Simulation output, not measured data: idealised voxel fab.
This is a process module. Its name is voxel capacitor over wiring.
The width of the displayed cross-section, cut, is 245 nm; its cells are square, with a size of 5 nm.
Bands, listed from the top down, are how a cross-section gets written in this document; the cross-section itself is a grid of square cells, and a band is one or more rows of them.
Band entry format. Leading values: height of top, height of bottom, nm. Remainder: materials in left-to-right order, each with its width in nm. Special words: "everywhere" on a single material, which then fills the band edge to edge; "air", empty space.
The reference from which all heights are counted is 0, the level beneath which the as-received wafer is entirely one material; the lowest band, having no lower bound, proceeds downward and is written after the example "0 down".
So if you see something like "30 to 40" for the width, read it as the top row of the band sitting at the first number and the bottom row at the second, with every row in between moving by the same amount as the last.
The cross-section has no changed cell in any step marked "nothing different".
Closed-off voids of 8+ cells (no open route to the top) go in "Fully sealed cavities", written width x height at distance from the left edge, in nm.
If you see something after the settings on a step's line, that's the simulator's own remark about that step.
For masked steps, "overlay nm" on the step line gives how far right of plan the mask actually lay; a minus sign means it lay to the left.
**Process steps - plan**
| 1 | RECEIVE (material Si) |
| 2 | CONFORMAL_DEP (material SiO2; thk nm 15) |
| 3 | CONFORMAL_DEP (material SiN; thk nm 5) |
| 4 | DIRECTIONAL_DEP (material lowk; thk nm 25) |
| 5 | PATTERN (tone open; mask id METAL_1; material resist; width nm 20; pitch nm 75; thk nm 20; overlay nm 0) |
| 6 | DIRECTIONAL_ETCH (etch materials lowk; depth nm 25) |
| 7 | DIRECTIONAL_ETCH (etch materials SiN; depth nm 5) |
| 8 | STRIP (etch materials resist) |
| 9 | CONFORMAL_DEP (material TiN; thk nm 5) |
| 10 | FILL_DEP (material Cu; thk nm 5) |
| 11 | CMP (height nm 45) |
| 12 | CONFORMAL_DEP (material SiCN; thk nm 5) |
| 13 | DIRECTIONAL_DEP (material lowk; thk nm 10) |
| 14 | PATTERN (tone open; mask id PLUG_1; material resist; width nm 15; thk nm 20; overlay nm 0) |
| 15 | DIRECTIONAL_ETCH (etch materials lowk; depth nm 10) |
| 16 | DIRECTIONAL_ETCH (etch materials SiCN; depth nm 5) |
| 17 | STRIP (etch materials resist) |
| 18 | CONFORMAL_DEP (material TiN; thk nm 5) |
| 19 | FILL_DEP (material Cu; thk nm 5) |
| 20 | CMP (height nm 60) |
| 21 | DIRECTIONAL_DEP (material TiN; thk nm 10) |
| 22 | DIRECTIONAL_DEP (material HfO2; thk nm 5) |
| 23 | DIRECTIONAL_DEP (material TiN; thk nm 10) |
| 24 | MASKED_ETCH (tone cover; mask id UPPER_PLATE; width nm 60; etch materials TiN; depth nm 10; overlay nm 0) |
| 25 | MASKED_ETCH (tone cover; mask id UPPER_PLATE; width nm 60; etch materials HfO2; depth nm 5; overlay nm 0) |
| 26 | MASKED_ETCH (tone cover; mask id LOWER_PLATE; width nm 70; etch materials TiN; depth nm 10; overlay nm 0) |
| 27 | FILL_DEP (material SiO2; thk nm 15) |
| 28 | CMP (height nm 95) |
| 29 | MASKED_ETCH (tone open; mask id PLUG_2; width nm 15; etch materials SiO2; depth nm 10; overlay nm 0) |
| 30 | CONFORMAL_DEP (material TiN; thk nm 5) |
| 31 | FILL_DEP (material Cu; thk nm 10) |
| 32 | CMP (height nm 95) |
| 33 | CONFORMAL_DEP (material SiCN; thk nm 5) |
**The first of the two wafers, which ran as planned**
**as received, after step 1**
	0 down | Si everywhere
	Fully sealed cavities: none
**Cross-section through the wafer, step 2 finished**
	15 to 0 | SiO2 everywhere
	Note: structure below 0 unchanged.
**Cross-section through the wafer, step 3 finished**
	20 to 15 | SiN everywhere
	Note: structure below 15 unchanged.
**Cross-section through the wafer, step 4 finished**
	45 to 20 | lowk everywhere
	Note: structure below 20 unchanged.
**Cross-section through the wafer, step 5 finished**
	65 to 45 | 75 resist, then 20 air, then 55 resist, then 20 air, then 75 resist
	Note: structure below 45 unchanged.
**Cross-section through the wafer, step 6 finished**
	65 to 45 | 75 resist, then 20 air, then 55 resist, then 20 air, then 75 resist
	45 to 20 | 75 lowk, then 20 air, then 55 lowk, then 20 air, then 75 lowk
	Note: structure below 20 unchanged.
**Cross-section through the wafer, step 7 finished**
	65 to 45 | 75 resist, then 20 air, then 55 resist, then 20 air, then 75 resist
	45 to 20 | 75 lowk, then 20 air, then 55 lowk, then 20 air, then 75 lowk
	20 to 15 | 75 SiN, then 20 air, then 55 SiN, then 20 air, then 75 SiN
	Note: structure below 15 unchanged.
**Cross-section through the wafer, step 8 finished**
	45 to 20 | 75 lowk, then 20 air, then 55 lowk, then 20 air, then 75 lowk
	Note: structure below 20 unchanged.
**Cross-section through the wafer, step 9 finished**
	50 to 45 | 80 TiN, then 10 air, then 65 TiN, then 10 air, then 80 TiN
	45 to 20 | 75 lowk, then 5 TiN, then 10 air, then 5 TiN, then 55 lowk, then 5 TiN, then 10 air, then 5 TiN, then 75 lowk
	20 to 15 | 75 SiN, then 20 TiN, then 55 SiN, then 20 TiN, then 75 SiN
	Note: structure below 15 unchanged.
**Cross-section through the wafer, step 10 finished**
	55 to 50 | Cu everywhere
	50 to 45 | 80 TiN, then 10 Cu, then 65 TiN, then 10 Cu, then 80 TiN
	45 to 20 | 75 lowk, then 5 TiN, then 10 Cu, then 5 TiN, then 55 lowk, then 5 TiN, then 10 Cu, then 5 TiN, then 75 lowk
	Note: structure below 20 unchanged.
**Cross-section through the wafer, step 11 finished**
	45 to 20 | 75 lowk, then 5 TiN, then 10 Cu, then 5 TiN, then 55 lowk, then 5 TiN, then 10 Cu, then 5 TiN, then 75 lowk
	Note: structure below 20 unchanged.
**Cross-section through the wafer, step 12 finished**
	50 to 45 | SiCN everywhere
	Note: structure below 45 unchanged.
**Cross-section through the wafer, step 13 finished**
	60 to 50 | lowk everywhere
	Note: structure below 50 unchanged.
**Cross-section through the wafer, step 14 finished**
	80 to 60 | 80 resist, then 15 air, then 150 resist
	Note: structure below 60 unchanged.
**Cross-section through the wafer, step 15 finished**
	80 to 60 | 80 resist, then 15 air, then 150 resist
	60 to 50 | 80 lowk, then 15 air, then 150 lowk
	Note: structure below 50 unchanged.
**Cross-section through the wafer, step 16 finished**
	80 to 60 | 80 resist, then 15 air, then 150 resist
	60 to 50 | 80 lowk, then 15 air, then 150 lowk
	50 to 45 | 80 SiCN, then 15 air, then 150 SiCN
	Note: structure below 45 unchanged.
**Cross-section through the wafer, step 17 finished**
	60 to 50 | 80 lowk, then 15 air, then 150 lowk
	Note: structure below 50 unchanged.
**Cross-section through the wafer, step 18 finished**
	65 to 60 | 85 TiN, then 5 air, then 155 TiN
	60 to 50 | 80 lowk, then 5 TiN, then 5 air, then 5 TiN, then 150 lowk
	50 to 45 | 80 SiCN, then 15 TiN, then 150 SiCN
	Note: structure below 45 unchanged.
**Cross-section through the wafer, step 19 finished**
	70 to 65 | Cu everywhere
	65 to 60 | 85 TiN, then 5 Cu, then 155 TiN
	60 to 50 | 80 lowk, then 5 TiN, then 5 Cu, then 5 TiN, then 150 lowk
	Note: structure below 50 unchanged.
**Cross-section through the wafer, step 20 finished**
	60 to 50 | 80 lowk, then 5 TiN, then 5 Cu, then 5 TiN, then 150 lowk
	Note: structure below 50 unchanged.
**Cross-section through the wafer, step 21 finished**
	70 to 60 | TiN everywhere
	Note: structure below 60 unchanged.
**Cross-section through the wafer, step 22 finished**
	75 to 70 | HfO2 everywhere
	Note: structure below 70 unchanged.
**Cross-section through the wafer, step 23 finished**
	85 to 75 | TiN everywhere
	Note: structure below 75 unchanged.
**Cross-section through the wafer, step 24 finished**
	85 to 75 | 80 air, then 60 TiN, then 105 air
	Note: structure below 75 unchanged.
**Cross-section through the wafer, step 25 finished**
	85 to 75 | 80 air, then 60 TiN, then 105 air
	75 to 70 | 80 air, then 60 HfO2, then 105 air
	Note: structure below 70 unchanged.
**Cross-section through the wafer, step 26 finished**
	85 to 75 | 80 air, then 60 TiN, then 105 air
	75 to 70 | 80 air, then 60 HfO2, then 105 air
	70 to 60 | 75 air, then 70 TiN, then 100 air
	Note: structure below 60 unchanged.
**Cross-section through the wafer, step 27 finished**
	100 to 85 | SiO2 everywhere
	85 to 75 | 80 SiO2, then 60 TiN, then 105 SiO2
	75 to 70 | 80 SiO2, then 60 HfO2, then 105 SiO2
	70 to 60 | 75 SiO2, then 70 TiN, then 100 SiO2
	Note: structure below 60 unchanged.
**Cross-section through the wafer, step 28 finished**
	95 to 85 | SiO2 everywhere
	Note: structure below 85 unchanged.
**Cross-section through the wafer, step 29 finished**
	95 to 85 | 90 SiO2, then 15 air, then 140 SiO2
	Note: structure below 85 unchanged.
**Cross-section through the wafer, step 30 finished**
	100 to 95 | 95 TiN, then 5 air, then 145 TiN
	95 to 90 | 90 SiO2, then 5 TiN, then 5 air, then 5 TiN, then 140 SiO2
	90 to 85 | 90 SiO2, then 15 TiN, then 140 SiO2
	Note: structure below 85 unchanged.
**Cross-section through the wafer, step 31 finished**
	110 to 100 | Cu everywhere
	100 to 95 | 95 TiN, then 5 Cu, then 145 TiN
	95 to 90 | 90 SiO2, then 5 TiN, then 5 Cu, then 5 TiN, then 140 SiO2
	Note: structure below 90 unchanged.
**Cross-section through the wafer, step 32 finished**
	95 to 90 | 90 SiO2, then 5 TiN, then 5 Cu, then 5 TiN, then 140 SiO2
	Note: structure below 90 unchanged.
**Cross-section through the wafer, step 33 finished**
	100 to 95 | SiCN everywhere
	Note: structure below 95 unchanged.
**Now the other wafer: same start, same recipe, but we messed up one thing when running it. Up to and including step 31 it's the same as the first one**
**Second wafer: cross-section at the scheduled end of step 32**
	90 to 85 | 90 SiO2, then 15 TiN, then 140 SiO2
	Note: structure below 85 unchanged.
**Second wafer: cross-section at the scheduled end of step 33**
	95 to 90 | SiCN everywhere
	Note: structure below 90 unchanged.
Error vs. plan: the process deviated at step 32: the operation and settings actually run there were CMP (height nm 90)
Final wafer comparison in cells, second versus first, more or fewer per material: Cu -1, SiO2 -46, TiN -2
